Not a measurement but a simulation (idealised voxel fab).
process module | voxel ribs on slabs
cross-section cut | 240 nm wide | cells 5 nm
A cross-section is a grid of square cells, given in bands from the top down. A band is one or more rows of cells.
Each band's line starts with the height of the band's top and of its bottom, in nm. Then come its materials from left to right, each with its width in nm. One material with "throughout" fills the band from edge to edge. "air" is empty space.
Height 0 is the level under which the wafer as received is all one material. The lowest band goes on downwards, as in "0 down".
A width such as "30 to 40" changes by the same amount from each row of cells to the next, from the band's top row to its bottom row.
"no change" after a step means that no cell of the cross-section changed.
closed voids: empty space of 8 cells or more with no open way to the top, each as width x height at its distance from the left edge, in nm
after a step's settings: what the simulator itself notes on the step
overlay nm, on a step with a mask: how far to the right of its planned place the mask lay; to the left if negative
plan
1 op RECEIVE | material Si
2 op DIRECTIONAL_DEP | material SiO2 | thk nm 30
3 op DIRECTIONAL_DEP | material SiN | thk nm 25
4 op DIRECTIONAL_DEP | material aC | thk nm 10
5 op PATTERN | tone cover | mask id RIB | material resist | width nm 25 | thk nm 25 | overlay nm 0
6 op DIRECTIONAL_ETCH | etch materials aC | depth nm 10
7 op STRIP | etch materials resist
8 op DIRECTIONAL_ETCH | etch materials SiN | depth nm 10
9 op STRIP | etch materials aC
10 op PATTERN | tone cover | mask id SLAB | material resist | width nm 85 | thk nm 20 | overlay nm 0
11 op DIRECTIONAL_ETCH | etch materials SiN | depth nm 15
12 op STRIP | etch materials resist
13 op FILL_DEP | material SiO2 | thk nm 30
14 op CMP | height nm 75
15 op DIRECTIONAL_DEP | material W | thk nm 10
16 op DIRECTIONAL_DEP | material aC | thk nm 15
17 op PATTERN | tone cover | mask id HEATER | material resist | width nm 35 | thk nm 35 | overlay nm 0
18 op DIRECTIONAL_ETCH | etch materials aC | depth nm 15
19 op STRIP | etch materials resist
20 op DIRECTIONAL_ETCH | etch materials W | depth nm 10
21 op STRIP | etch materials aC
22 op CONFORMAL_DEP | material SiN | thk nm 10
as received, after step 1
  0 down: Si throughout
  closed voids: none
first wafer at the end, as planned
  95 to 85: air 90 | SiN 55 | air 95
  85 to 75: SiN 100 | W 35 | SiN 105
  75 to 55: SiO2 throughout
  55 to 45: SiO2 105 | SiN 25 | SiO2 110
  45 to 30: SiO2 75 | SiN 85 | SiO2 80
  30 to 0: SiO2 throughout
  0 down: Si throughout
  closed voids: none
second wafer at the end: like start, like plan, one mistake
  95 to 85: air 90 | SiN 55 | air 95
  85 to 75: SiN 100 | W 35 | SiN 105
  75 to 25: SiO2 throughout
  25 to 0: SiN throughout
  0 down: Si throughout
  closed voids: none
what went wrong: steps 2 and 3 were swapped
at the end the second wafer has, in cells: 179 more of SiN | 179 fewer of SiO2
